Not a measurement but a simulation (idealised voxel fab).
The process module presented herein is designated voxel transistor to metal.
In the cross-section labelled cut, the width is 205 nm and each square cell is 5 nm.
A cross-section is a grid of square cells, given in bands from the top down. A band is one or more rows of cells. First you get the band's top height and its bottom height, in nm, and then the materials it's made of, left to right, with each width in nm. If you see a single material with "all across", that one covers the band edge to edge. "empty" is empty space. Ref level 0: as-received wafer is one material below here. Bottom band extends down with no lower bound ("0..down"). Width "30->40": first value at the band's top row of cells, second value at its bottom row, equal change from row to row. No cell of the cross-section changed in a step that is given as "same as before". Internal closed voids: empty space of 8 cells or more with no open way to the top, each as width x height at its distance from the left edge, in nm. Past the settings on a step's line: simulator remark, on that step. A step line may carry the setting "overlay nm", which, for steps involving a mask, states the distance by which the mask lay to the right of its intended position; negative values denote displacement to the left.

### Steps in the process plan
step 1: RECEIVE,material Si
step 2: OXIDIZE,depth nm 5
step 3: CONFORMAL_DEP,material SiN,thk nm 15
step 4: PATTERN,tone cover,mask id ACTIVE,material resist,width nm 105,thk nm 20,overlay nm 0
step 5: DIRECTIONAL_ETCH,etch materials SiN,depth nm 15
step 6: DIRECTIONAL_ETCH,etch materials SiO2,depth nm 5
step 7: DIRECTIONAL_ETCH,etch materials Si,depth nm 35
step 8: STRIP,etch materials resist
step 9: FILL_DEP,material SiO2,thk nm 10
step 10: CMP,height nm 15
step 11: SELECTIVE_ETCH,etch materials SiO2,depth nm 15
step 12: STRIP,etch materials SiN
step 13: SELECTIVE_ETCH,etch materials SiO2,depth nm 5
step 14: OXIDIZE,depth nm 5
step 15: DIRECTIONAL_DEP,material polySi,thk nm 20
step 16: DIRECTIONAL_DEP,material SiCN,thk nm 15
step 17: MASKED_ETCH,tone cover,mask id GATE,width nm 35,etch materials SiCN,depth nm 25,overlay nm 0
step 18: MASKED_ETCH,tone cover,mask id GATE,width nm 35,etch materials polySi,depth nm 30,overlay nm 0
step 19: CONFORMAL_DEP,material SiN,thk nm 10
step 20: DIRECTIONAL_ETCH,etch materials SiN,depth nm 10
step 21: DIRECTIONAL_ETCH,etch materials SiO2,depth nm 5
step 22: DIRECTIONAL_ETCH,etch materials Si,depth nm 10
step 23: EPI,material SiGe,thk nm 10
step 24: FILL_DEP,material SiO2,thk nm 5
step 25: CMP,height nm 15
step 26: STRIP,etch materials polySi
step 27: SELECTIVE_ETCH,etch materials SiO2,depth nm 5
step 28: CONFORMAL_DEP,material HfO2,thk nm 5
step 29: CONFORMAL_DEP,material TiN,thk nm 5
step 30: FILL_DEP,material W,thk nm 5
step 31: CMP,height nm 10
step 32: DIRECTIONAL_DEP,material SiO2,thk nm 10
step 33: MASKED_ETCH,tone open,mask id CONTACT,width nm 15,pitch nm 80,etch materials SiO2,depth nm 30,overlay nm 0
step 34: CONFORMAL_DEP,material TiN,thk nm 5
step 35: FILL_DEP,material W,thk nm 10
step 36: CMP,height nm 20
step 37: CONFORMAL_DEP,material SiCN,thk nm 5
step 38: DIRECTIONAL_DEP,material SiO2,thk nm 20
step 39: DIRECTIONAL_DEP,material aC,thk nm 15
step 40: PATTERN,tone open,mask id METAL_1,material resist,width nm 15,pitch nm 80,thk nm 30,overlay nm 0
step 41: DIRECTIONAL_ETCH,etch materials aC,depth nm 15
step 42: STRIP,etch materials resist
step 43: DIRECTIONAL_ETCH,etch materials SiO2,depth nm 20
step 44: DIRECTIONAL_ETCH,etch materials SiCN,depth nm 5
step 45: STRIP,etch materials aC
step 46: CONFORMAL_DEP,material TiN,thk nm 5
step 47: FILL_DEP,material W,thk nm 5
step 48: CMP,height nm 45
step 49: EPI,material Ru,thk nm 5
step 50: FILL_DEP,material SiCN,thk nm 5
step 51: DIRECTIONAL_DEP,material SiO2,thk nm 25
step 52: DIRECTIONAL_DEP,material aC,thk nm 15
step 53: PATTERN,tone open,mask id METAL_2,material resist,width nm 15,pitch nm 80,thk nm 35,overlay nm 0
step 54: DIRECTIONAL_ETCH,etch materials aC,depth nm 15
step 55: STRIP,etch materials resist
step 56: DIRECTIONAL_ETCH,etch materials SiO2,depth nm 15
step 57: STRIP,etch materials aC
step 58: PATTERN,tone open,mask id METAL_2_HOLES,material resist,width nm 15,pitch nm 80,thk nm 20,overlay nm 0
step 59: DIRECTIONAL_ETCH,etch materials SiO2,depth nm 10
step 60: DIRECTIONAL_ETCH,etch materials SiCN,depth nm 5
step 61: STRIP,etch materials resist
step 62: CONFORMAL_DEP,material TiN,thk nm 5
step 63: FILL_DEP,material Ru,thk nm 5
step 64: CMP,height nm 80
step 65: CONFORMAL_DEP,material SiCN,thk nm 5

### First of the two wafers, run per plan

### As-received wafer cross-section (after step 1)
  0..down: Si all across
  Internal closed voids: none

### Take a look at the wafer's cross-section after step 2
  0..-5: SiO2 all across
  Rest of section, below -5: as before.

### Take a look at the wafer's cross-section after step 3
  15..0: SiN all across
  Rest of section, below 0: as before.

### Take a look at the wafer's cross-section after step 4
  35..15: empty 50  resist 105  empty 50
  Rest of section, below 15: as before.

### Take a look at the wafer's cross-section after step 5
  35..15: empty 50  resist 105  empty 50
  15..0: empty 50  SiN 105  empty 50
  Rest of section, below 0: as before.

### Take a look at the wafer's cross-section after step 6
  35..15: empty 50  resist 105  empty 50
  15..0: empty 50  SiN 105  empty 50
  0..-5: empty 50  SiO2 105  empty 50
  Rest of section, below -5: as before.

### Take a look at the wafer's cross-section after step 7
  35..15: empty 50  resist 105  empty 50
  15..0: empty 50  SiN 105  empty 50
  0..-5: empty 50  SiO2 105  empty 50
  -5..-40: empty 50  Si 105  empty 50
  Rest of section, below -40: as before.

### Take a look at the wafer's cross-section after step 8
  15..0: empty 50  SiN 105  empty 50
  Rest of section, below 0: as before.

### Take a look at the wafer's cross-section after step 9
  25..15: SiO2 all across
  15..0: SiO2 50  SiN 105  SiO2 50
  0..-5: SiO2 all across
  -5..-40: SiO2 50  Si 105  SiO2 50
  Rest of section, below -40: as before.

### Take a look at the wafer's cross-section after step 10
  15..0: SiO2 50  SiN 105  SiO2 50
  Rest of section, below 0: as before.

### Take a look at the wafer's cross-section after step 11
  15..0: empty 50  SiN 105  empty 50
  Rest of section, below 0: as before.

### Take a look at the wafer's cross-section after step 12
  0..-5: SiO2 all across
  Rest of section, below -5: as before.

### Take a look at the wafer's cross-section after step 13
  -5..-40: SiO2 50  Si 105  SiO2 50
  Rest of section, below -40: as before.

### Take a look at the wafer's cross-section after step 14
  -5..-10: SiO2 all across
  Rest of section, below -10: as before.

### Take a look at the wafer's cross-section after step 15
  15..-5: polySi all across
  Rest of section, below -5: as before.

### Take a look at the wafer's cross-section after step 16
  30..15: SiCN all across
  Rest of section, below 15: as before.

### Take a look at the wafer's cross-section after step 17
  30..15: empty 85  SiCN 35  empty 85
  Rest of section, below 15: as before.

### Take a look at the wafer's cross-section after step 18
  30..15: empty 85  SiCN 35  empty 85
  15..-5: empty 85  polySi 35  empty 85
  Rest of section, below -5: as before.

### Take a look at the wafer's cross-section after step 19
  40..30: empty 75  SiN 55  empty 75
  30..15: empty 75  SiN 10  SiCN 35  SiN 10  empty 75
  15..5: empty 75  SiN 10  polySi 35  SiN 10  empty 75
  5..-5: SiN 85  polySi 35  SiN 85
  Rest of section, below -5: as before.

### Take a look at the wafer's cross-section after step 20
  30..15: empty 75  SiN 10  SiCN 35  SiN 10  empty 75
  15..-5: empty 75  SiN 10  polySi 35  SiN 10  empty 75
  Rest of section, below -5: as before.

### Take a look at the wafer's cross-section after step 21
  30..15: empty 75  SiN 10  SiCN 35  SiN 10  empty 75
  15..-5: empty 75  SiN 10  polySi 35  SiN 10  empty 75
  -5..-10: empty 75  SiO2 55  empty 75
  Rest of section, below -10: as before.

### Take a look at the wafer's cross-section after step 22
  30..15: empty 75  SiN 10  SiCN 35  SiN 10  empty 75
  15..-5: empty 75  SiN 10  polySi 35  SiN 10  empty 75
  -5..-10: empty 75  SiO2 55  empty 75
  -10..-20: SiO2 50  empty 25  Si 55  empty 25  SiO2 50
  Rest of section, below -20: as before.

### Take a look at the wafer's cross-section after step 23
  30..15: empty 75  SiN 10  SiCN 35  SiN 10  empty 75
  15..0: empty 75  SiN 10  polySi 35  SiN 10  empty 75
  0..-5: empty 65  SiGe 10  SiN 10  polySi 35  SiN 10  SiGe 10  empty 65
  -5..-10: empty 65  SiGe 10  SiO2 55  SiGe 10  empty 65
  -10..-20: SiO2 50  SiGe 25  Si 55  SiGe 25  SiO2 50
  Rest of section, below -20: as before.

### Take a look at the wafer's cross-section after step 24
  35..30: SiO2 all across
  30..15: SiO2 75  SiN 10  SiCN 35  SiN 10  SiO2 75
  15..0: SiO2 75  SiN 10  polySi 35  SiN 10  SiO2 75
  0..-5: SiO2 65  SiGe 10  SiN 10  polySi 35  SiN 10  SiGe 10  SiO2 65
  -5..-10: SiO2 65  SiGe 10  SiO2 55  SiGe 10  SiO2 65
  Rest of section, below -10: as before.

### Take a look at the wafer's cross-section after step 25
  15..0: SiO2 75  SiN 10  polySi 35  SiN 10  SiO2 75
  Rest of section, below 0: as before.

### Take a look at the wafer's cross-section after step 26
  15..0: SiO2 75  SiN 10  empty 35  SiN 10  SiO2 75
  0..-5: SiO2 65  SiGe 10  SiN 10  empty 35  SiN 10  SiGe 10  SiO2 65
  Rest of section, below -5: as before.

### Take a look at the wafer's cross-section after step 27
  15..10: empty 75  SiN 10  empty 35  SiN 10  empty 75
  10..0: SiO2 75  SiN 10  empty 35  SiN 10  SiO2 75
  0..-5: SiO2 65  SiGe 10  SiN 10  empty 35  SiN 10  SiGe 10  SiO2 65
  -5..-10: SiO2 65  SiGe 10  SiO2 5  empty 45  SiO2 5  SiGe 10  SiO2 65
  Rest of section, below -10: as before.

### Take a look at the wafer's cross-section after step 28
  20..15: empty 70  HfO2 20  empty 25  HfO2 20  empty 70
  15..10: HfO2 75  SiN 10  HfO2 5  empty 25  HfO2 5  SiN 10  HfO2 75
  10..0: SiO2 75  SiN 10  HfO2 5  empty 25  HfO2 5  SiN 10  SiO2 75
  0..-5: SiO2 65  SiGe 10  SiN 10  HfO2 5  empty 25  HfO2 5  SiN 10  SiGe 10  SiO2 65
  -5..-10: SiO2 65  SiGe 10  SiO2 5  HfO2 45  SiO2 5  SiGe 10  SiO2 65
  Rest of section, below -10: as before.

### Take a look at the wafer's cross-section after step 29
  25..20: empty 65  TiN 30  empty 15  TiN 30  empty 65
  20..15: TiN 70  HfO2 20  TiN 5  empty 15  TiN 5  HfO2 20  TiN 70
  15..10: HfO2 75  SiN 10  HfO2 5  TiN 5  empty 15  TiN 5  HfO2 5  SiN 10  HfO2 75
  10..0: SiO2 75  SiN 10  HfO2 5  TiN 5  empty 15  TiN 5  HfO2 5  SiN 10  SiO2 75
  0..-5: SiO2 65  SiGe 10  SiN 10  HfO2 5  TiN 25  HfO2 5  SiN 10  SiGe 10  SiO2 65
  Rest of section, below -5: as before.

### Take a look at the wafer's cross-section after step 30
  30..25: W all across
  25..20: W 65  TiN 30  W 15  TiN 30  W 65
  20..15: TiN 70  HfO2 20  TiN 5  W 15  TiN 5  HfO2 20  TiN 70
  15..10: HfO2 75  SiN 10  HfO2 5  TiN 5  W 15  TiN 5  HfO2 5  SiN 10  HfO2 75
  10..0: SiO2 75  SiN 10  HfO2 5  TiN 5  W 15  TiN 5  HfO2 5  SiN 10  SiO2 75
  Rest of section, below 0: as before.

### Take a look at the wafer's cross-section after step 31
  10..0: SiO2 75  SiN 10  HfO2 5  TiN 5  W 15  TiN 5  HfO2 5  SiN 10  SiO2 75
  Rest of section, below 0: as before.

### Take a look at the wafer's cross-section after step 32
  20..10: SiO2 all across
  Rest of section, below 10: as before.

### Take a look at the wafer's cross-section after step 33
  20..10: SiO2 55  empty 15  SiO2 65  empty 15  SiO2 55
  10..0: SiO2 55  empty 15  SiO2 5  SiN 10  HfO2 5  TiN 5  W 15  TiN 5  HfO2 5  SiN 10  SiO2 5  empty 15  SiO2 55
  0..-5: SiO2 55  empty 10  SiGe 10  SiN 10  HfO2 5  TiN 25  HfO2 5  SiN 10  SiGe 10  empty 10  SiO2 55
  -5..-10: SiO2 55  empty 10  SiGe 10  SiO2 5  HfO2 45  SiO2 5  SiGe 10  empty 10  SiO2 55
  Rest of section, below -10: as before.

### Take a look at the wafer's cross-section after step 34
  25..20: TiN 60  empty 5  TiN 75  empty 5  TiN 60
  20..10: SiO2 55  TiN 5  empty 5  TiN 5  SiO2 65  TiN 5  empty 5  TiN 5  SiO2 55
  10..5: SiO2 55  TiN 5  empty 5  TiN 5  SiO2 5  SiN 10  HfO2 5  TiN 5  W 15  TiN 5  HfO2 5  SiN 10  SiO2 5  TiN 5  empty 5  TiN 5  SiO2 55
  5..0: SiO2 55  TiN 15  SiO2 5  SiN 10  HfO2 5  TiN 5  W 15  TiN 5  HfO2 5  SiN 10  SiO2 5  TiN 15  SiO2 55
  0..-5: SiO2 55  TiN 10  SiGe 10  SiN 10  HfO2 5  TiN 25  HfO2 5  SiN 10  SiGe 10  TiN 10  SiO2 55
  -5..-10: SiO2 55  TiN 10  SiGe 10  SiO2 5  HfO2 45  SiO2 5  SiGe 10  TiN 10  SiO2 55
  Rest of section, below -10: as before.

### Take a look at the wafer's cross-section after step 35
  35..25: W all across
  25..20: TiN 60  W 5  TiN 75  W 5  TiN 60
  20..10: SiO2 55  TiN 5  W 5  TiN 5  SiO2 65  TiN 5  W 5  TiN 5  SiO2 55
  10..5: SiO2 55  TiN 5  W 5  TiN 5  SiO2 5  SiN 10  HfO2 5  TiN 5  W 15  TiN 5  HfO2 5  SiN 10  SiO2 5  TiN 5  W 5  TiN 5  SiO2 55
  Rest of section, below 5: as before.

### Take a look at the wafer's cross-section after step 36
  20..10: SiO2 55  TiN 5  W 5  TiN 5  SiO2 65  TiN 5  W 5  TiN 5  SiO2 55
  Rest of section, below 10: as before.

### Take a look at the wafer's cross-section after step 37
  25..20: SiCN all across
  Rest of section, below 20: as before.

### Take a look at the wafer's cross-section after step 38
  45..25: SiO2 all across
  Rest of section, below 25: as before.

### Take a look at the wafer's cross-section after step 39
  60..45: aC all across
  Rest of section, below 45: as before.

### Take a look at the wafer's cross-section after step 40
  90..60: resist 55  empty 15  resist 65  empty 15  resist 55
  Rest of section, below 60: as before.

### Take a look at the wafer's cross-section after step 41
  75..60: resist 55  empty 15  resist 65  empty 15  resist 55
  60..45: aC 55  empty 15  aC 65  empty 15  aC 55
  Rest of section, below 45: as before.

### Take a look at the wafer's cross-section after step 42
  60..45: aC 55  empty 15  aC 65  empty 15  aC 55
  Rest of section, below 45: as before.

### Take a look at the wafer's cross-section after step 43
  60..45: aC 55  empty 15  aC 65  empty 15  aC 55
  45..25: SiO2 55  empty 15  SiO2 65  empty 15  SiO2 55
  Rest of section, below 25: as before.

### Take a look at the wafer's cross-section after step 44
  60..45: aC 55  empty 15  aC 65  empty 15  aC 55
  45..25: SiO2 55  empty 15  SiO2 65  empty 15  SiO2 55
  25..20: SiCN 55  empty 15  SiCN 65  empty 15  SiCN 55
  Rest of section, below 20: as before.

### Take a look at the wafer's cross-section after step 45
  45..25: SiO2 55  empty 15  SiO2 65  empty 15  SiO2 55
  Rest of section, below 25: as before.

### Take a look at the wafer's cross-section after step 46
  50..45: TiN 60  empty 5  TiN 75  empty 5  TiN 60
  45..25: SiO2 55  TiN 5  empty 5  TiN 5  SiO2 65  TiN 5  empty 5  TiN 5  SiO2 55
  25..20: SiCN 55  TiN 15  SiCN 65  TiN 15  SiCN 55
  Rest of section, below 20: as before.

### Take a look at the wafer's cross-section after step 47
  55..50: W all across
  50..45: TiN 60  W 5  TiN 75  W 5  TiN 60
  45..25: SiO2 55  TiN 5  W 5  TiN 5  SiO2 65  TiN 5  W 5  TiN 5  SiO2 55
  Rest of section, below 25: as before.

### Take a look at the wafer's cross-section after step 48
  45..25: SiO2 55  TiN 5  W 5  TiN 5  SiO2 65  TiN 5  W 5  TiN 5  SiO2 55
  Rest of section, below 25: as before.

### Take a look at the wafer's cross-section after step 49
  50..45: empty 50  Ru 25  empty 55  Ru 25  empty 50
  Rest of section, below 45: as before.

### Take a look at the wafer's cross-section after step 50
  55..50: SiCN all across
  50..45: SiCN 50  Ru 25  SiCN 55  Ru 25  SiCN 50
  Rest of section, below 45: as before.

### Take a look at the wafer's cross-section after step 51
  80..55: SiO2 all across
  Rest of section, below 55: as before.

### Take a look at the wafer's cross-section after step 52
  95..80: aC all across
  Rest of section, below 80: as before.

### Take a look at the wafer's cross-section after step 53
  130..95: resist 55  empty 15  resist 65  empty 15  resist 55
  Rest of section, below 95: as before.

### Take a look at the wafer's cross-section after step 54
  115..95: resist 55  empty 15  resist 65  empty 15  resist 55
  95..80: aC 55  empty 15  aC 65  empty 15  aC 55
  Rest of section, below 80: as before.

### Take a look at the wafer's cross-section after step 55
  95..80: aC 55  empty 15  aC 65  empty 15  aC 55
  Rest of section, below 80: as before.

### Take a look at the wafer's cross-section after step 56
  95..80: aC 55  empty 15  aC 65  empty 15  aC 55
  80..65: SiO2 55  empty 15  SiO2 65  empty 15  SiO2 55
  Rest of section, below 65: as before.

### Take a look at the wafer's cross-section after step 57
  80..65: SiO2 55  empty 15  SiO2 65  empty 15  SiO2 55
  Rest of section, below 65: as before.

### Take a look at the wafer's cross-section after step 58
  100..80: resist 55  empty 15  resist 65  empty 15  resist 55
  Rest of section, below 80: as before.

### Take a look at the wafer's cross-section after step 59
  100..80: resist 55  empty 15  resist 65  empty 15  resist 55
  80..55: SiO2 55  empty 15  SiO2 65  empty 15  SiO2 55
  Rest of section, below 55: as before.

### Take a look at the wafer's cross-section after step 60
  100..80: resist 55  empty 15  resist 65  empty 15  resist 55
  80..55: SiO2 55  empty 15  SiO2 65  empty 15  SiO2 55
  55..50: SiCN 55  empty 15  SiCN 65  empty 15  SiCN 55
  Rest of section, below 50: as before.

### Take a look at the wafer's cross-section after step 61
  80..55: SiO2 55  empty 15  SiO2 65  empty 15  SiO2 55
  Rest of section, below 55: as before.

### Take a look at the wafer's cross-section after step 62
  85..80: TiN 60  empty 5  TiN 75  empty 5  TiN 60
  80..55: SiO2 55  TiN 5  empty 5  TiN 5  SiO2 65  TiN 5  empty 5  TiN 5  SiO2 55
  55..50: SiCN 55  TiN 15  SiCN 65  TiN 15  SiCN 55
  Rest of section, below 50: as before.

### Take a look at the wafer's cross-section after step 63
  90..85: Ru all across
  85..80: TiN 60  Ru 5  TiN 75  Ru 5  TiN 60
  80..55: SiO2 55  TiN 5  Ru 5  TiN 5  SiO2 65  TiN 5  Ru 5  TiN 5  SiO2 55
  Rest of section, below 55: as before.

### Take a look at the wafer's cross-section after step 64
  80..55: SiO2 55  TiN 5  Ru 5  TiN 5  SiO2 65  TiN 5  Ru 5  TiN 5  SiO2 55
  Rest of section, below 55: as before.

### Take a look at the wafer's cross-section after step 65
  85..80: SiCN all across
  Rest of section, below 80: as before.

### The Second Wafer: Common Origin and Plan, One Mistake in Execution, Identical to the First Through Step 32

### Cross-sectional representation of the second wafer at the time designated in the plan for the completion of step 33
  20..10: SiO2 65  empty 15  SiO2 65  empty 15  SiO2 45
  10..0: SiO2 65  empty 10  SiN 10  HfO2 5  TiN 5  W 15  TiN 5  HfO2 5  SiN 10  SiO2 15  empty 15  SiO2 45
  0..-5: SiO2 65  SiGe 10  SiN 10  HfO2 5  TiN 25  HfO2 5  SiN 10  SiGe 10  SiO2 5  empty 15  SiO2 45
  -5..-10: SiO2 65  SiGe 10  SiO2 5  HfO2 45  SiO2 5  SiGe 10  SiO2 5  empty 15  SiO2 45
  Rest of section, below -10: as before.

### Cross-sectional representation of the second wafer at the time designated in the plan for the completion of step 34
  25..20: TiN 70  empty 5  TiN 75  empty 5  TiN 50
  20..15: SiO2 65  TiN 5  empty 5  TiN 5  SiO2 65  TiN 5  empty 5  TiN 5  SiO2 45
  15..10: SiO2 65  TiN 15  SiO2 65  TiN 5  empty 5  TiN 5  SiO2 45
  10..0: SiO2 65  TiN 10  SiN 10  HfO2 5  TiN 5  W 15  TiN 5  HfO2 5  SiN 10  SiO2 15  TiN 5  empty 5  TiN 5  SiO2 45
  0..-5: SiO2 65  SiGe 10  SiN 10  HfO2 5  TiN 25  HfO2 5  SiN 10  SiGe 10  SiO2 5  TiN 5  empty 5  TiN 5  SiO2 45
  -5..-10: SiO2 65  SiGe 10  SiO2 5  HfO2 45  SiO2 5  SiGe 10  SiO2 5  TiN 15  SiO2 45
  Rest of section, below -10: as before.

### Cross-sectional representation of the second wafer at the time designated in the plan for the completion of step 35
  35..25: W all across
  25..20: TiN 70  W 5  TiN 75  W 5  TiN 50
  20..15: SiO2 65  TiN 5  W 5  TiN 5  SiO2 65  TiN 5  W 5  TiN 5  SiO2 45
  15..10: SiO2 65  TiN 15  SiO2 65  TiN 5  W 5  TiN 5  SiO2 45
  10..0: SiO2 65  TiN 10  SiN 10  HfO2 5  TiN 5  W 15  TiN 5  HfO2 5  SiN 10  SiO2 15  TiN 5  W 5  TiN 5  SiO2 45
  0..-5: SiO2 65  SiGe 10  SiN 10  HfO2 5  TiN 25  HfO2 5  SiN 10  SiGe 10  SiO2 5  TiN 5  W 5  TiN 5  SiO2 45
  Rest of section, below -5: as before.

### Cross-sectional representation of the second wafer at the time designated in the plan for the completion of step 36
  20..15: SiO2 65  TiN 5  W 5  TiN 5  SiO2 65  TiN 5  W 5  TiN 5  SiO2 45
  Rest of section, below 15: as before.

### Cross-sectional representation of the second wafer at the time designated in the plan for the completion of step 37
  25..20: SiCN all across
  Rest of section, below 20: as before.

### Cross-sectional representation of the second wafer at the time designated in the plan for the completion of step 38
  45..25: SiO2 all across
  Rest of section, below 25: as before.

### Cross-sectional representation of the second wafer at the time designated in the plan for the completion of step 39
  60..45: aC all across
  Rest of section, below 45: as before.

### Cross-sectional representation of the second wafer at the time designated in the plan for the completion of step 40
  90..60: resist 55  empty 15  resist 65  empty 15  resist 55
  Rest of section, below 60: as before.

### Cross-sectional representation of the second wafer at the time designated in the plan for the completion of step 41
  75..60: resist 55  empty 15  resist 65  empty 15  resist 55
  60..45: aC 55  empty 15  aC 65  empty 15  aC 55
  Rest of section, below 45: as before.

### Cross-sectional representation of the second wafer at the time designated in the plan for the completion of step 42
  60..45: aC 55  empty 15  aC 65  empty 15  aC 55
  Rest of section, below 45: as before.

### Cross-sectional representation of the second wafer at the time designated in the plan for the completion of step 43
  60..45: aC 55  empty 15  aC 65  empty 15  aC 55
  45..25: SiO2 55  empty 15  SiO2 65  empty 15  SiO2 55
  Rest of section, below 25: as before.

### Cross-sectional representation of the second wafer at the time designated in the plan for the completion of step 44
  60..45: aC 55  empty 15  aC 65  empty 15  aC 55
  45..25: SiO2 55  empty 15  SiO2 65  empty 15  SiO2 55
  25..20: SiCN 55  empty 15  SiCN 65  empty 15  SiCN 55
  Rest of section, below 20: as before.

### Cross-sectional representation of the second wafer at the time designated in the plan for the completion of step 45
  45..25: SiO2 55  empty 15  SiO2 65  empty 15  SiO2 55
  Rest of section, below 25: as before.

### Cross-sectional representation of the second wafer at the time designated in the plan for the completion of step 46
  50..45: TiN 60  empty 5  TiN 75  empty 5  TiN 60
  45..25: SiO2 55  TiN 5  empty 5  TiN 5  SiO2 65  TiN 5  empty 5  TiN 5  SiO2 55
  25..20: SiCN 55  TiN 15  SiCN 65  TiN 15  SiCN 55
  Rest of section, below 20: as before.

### Cross-sectional representation of the second wafer at the time designated in the plan for the completion of step 47
  55..50: W all across
  50..45: TiN 60  W 5  TiN 75  W 5  TiN 60
  45..25: SiO2 55  TiN 5  W 5  TiN 5  SiO2 65  TiN 5  W 5  TiN 5  SiO2 55
  Rest of section, below 25: as before.

### Cross-sectional representation of the second wafer at the time designated in the plan for the completion of step 48
  45..25: SiO2 55  TiN 5  W 5  TiN 5  SiO2 65  TiN 5  W 5  TiN 5  SiO2 55
  Rest of section, below 25: as before.

### Cross-sectional representation of the second wafer at the time designated in the plan for the completion of step 49
  50..45: empty 50  Ru 25  empty 55  Ru 25  empty 50
  Rest of section, below 45: as before.

### Cross-sectional representation of the second wafer at the time designated in the plan for the completion of step 50
  55..50: SiCN all across
  50..45: SiCN 50  Ru 25  SiCN 55  Ru 25  SiCN 50
  Rest of section, below 45: as before.

### Cross-sectional representation of the second wafer at the time designated in the plan for the completion of step 51
  80..55: SiO2 all across
  Rest of section, below 55: as before.

### Cross-sectional representation of the second wafer at the time designated in the plan for the completion of step 52
  95..80: aC all across
  Rest of section, below 80: as before.

### Cross-sectional representation of the second wafer at the time designated in the plan for the completion of step 53
  130..95: resist 55  empty 15  resist 65  empty 15  resist 55
  Rest of section, below 95: as before.

### Cross-sectional representation of the second wafer at the time designated in the plan for the completion of step 54
  115..95: resist 55  empty 15  resist 65  empty 15  resist 55
  95..80: aC 55  empty 15  aC 65  empty 15  aC 55
  Rest of section, below 80: as before.

### Cross-sectional representation of the second wafer at the time designated in the plan for the completion of step 55
  95..80: aC 55  empty 15  aC 65  empty 15  aC 55
  Rest of section, below 80: as before.

### Cross-sectional representation of the second wafer at the time designated in the plan for the completion of step 56
  95..80: aC 55  empty 15  aC 65  empty 15  aC 55
  80..65: SiO2 55  empty 15  SiO2 65  empty 15  SiO2 55
  Rest of section, below 65: as before.

### Cross-sectional representation of the second wafer at the time designated in the plan for the completion of step 57
  80..65: SiO2 55  empty 15  SiO2 65  empty 15  SiO2 55
  Rest of section, below 65: as before.

### Cross-sectional representation of the second wafer at the time designated in the plan for the completion of step 58
  100..80: resist 55  empty 15  resist 65  empty 15  resist 55
  Rest of section, below 80: as before.

### Cross-sectional representation of the second wafer at the time designated in the plan for the completion of step 59
  100..80: resist 55  empty 15  resist 65  empty 15  resist 55
  80..55: SiO2 55  empty 15  SiO2 65  empty 15  SiO2 55
  Rest of section, below 55: as before.

### Cross-sectional representation of the second wafer at the time designated in the plan for the completion of step 60
  100..80: resist 55  empty 15  resist 65  empty 15  resist 55
  80..55: SiO2 55  empty 15  SiO2 65  empty 15  SiO2 55
  55..50: SiCN 55  empty 15  SiCN 65  empty 15  SiCN 55
  Rest of section, below 50: as before.

### Cross-sectional representation of the second wafer at the time designated in the plan for the completion of step 61
  80..55: SiO2 55  empty 15  SiO2 65  empty 15  SiO2 55
  Rest of section, below 55: as before.

### Cross-sectional representation of the second wafer at the time designated in the plan for the completion of step 62
  85..80: TiN 60  empty 5  TiN 75  empty 5  TiN 60
  80..55: SiO2 55  TiN 5  empty 5  TiN 5  SiO2 65  TiN 5  empty 5  TiN 5  SiO2 55
  55..50: SiCN 55  TiN 15  SiCN 65  TiN 15  SiCN 55
  Rest of section, below 50: as before.

### Cross-sectional representation of the second wafer at the time designated in the plan for the completion of step 63
  90..85: Ru all across
  85..80: TiN 60  Ru 5  TiN 75  Ru 5  TiN 60
  80..55: SiO2 55  TiN 5  Ru 5  TiN 5  SiO2 65  TiN 5  Ru 5  TiN 5  SiO2 55
  Rest of section, below 55: as before.

### Cross-sectional representation of the second wafer at the time designated in the plan for the completion of step 64
  80..55: SiO2 55  TiN 5  Ru 5  TiN 5  SiO2 65  TiN 5  Ru 5  TiN 5  SiO2 55
  Rest of section, below 55: as before.

### Cross-sectional representation of the second wafer at the time designated in the plan for the completion of step 65
  85..80: SiCN all across
  Rest of section, below 80: as before.
Diagnosis: off-plan run, step 33, actual operation and settings MASKED_ETCH,tone open,mask id CONTACT,width nm 15,pitch nm 80,etch materials SiO2,depth nm 30,overlay nm 10
Wrapping up, a cell-based count of both wafers puts the second over or under the first for these materials: 4 more of SiO2, 4 fewer of TiN
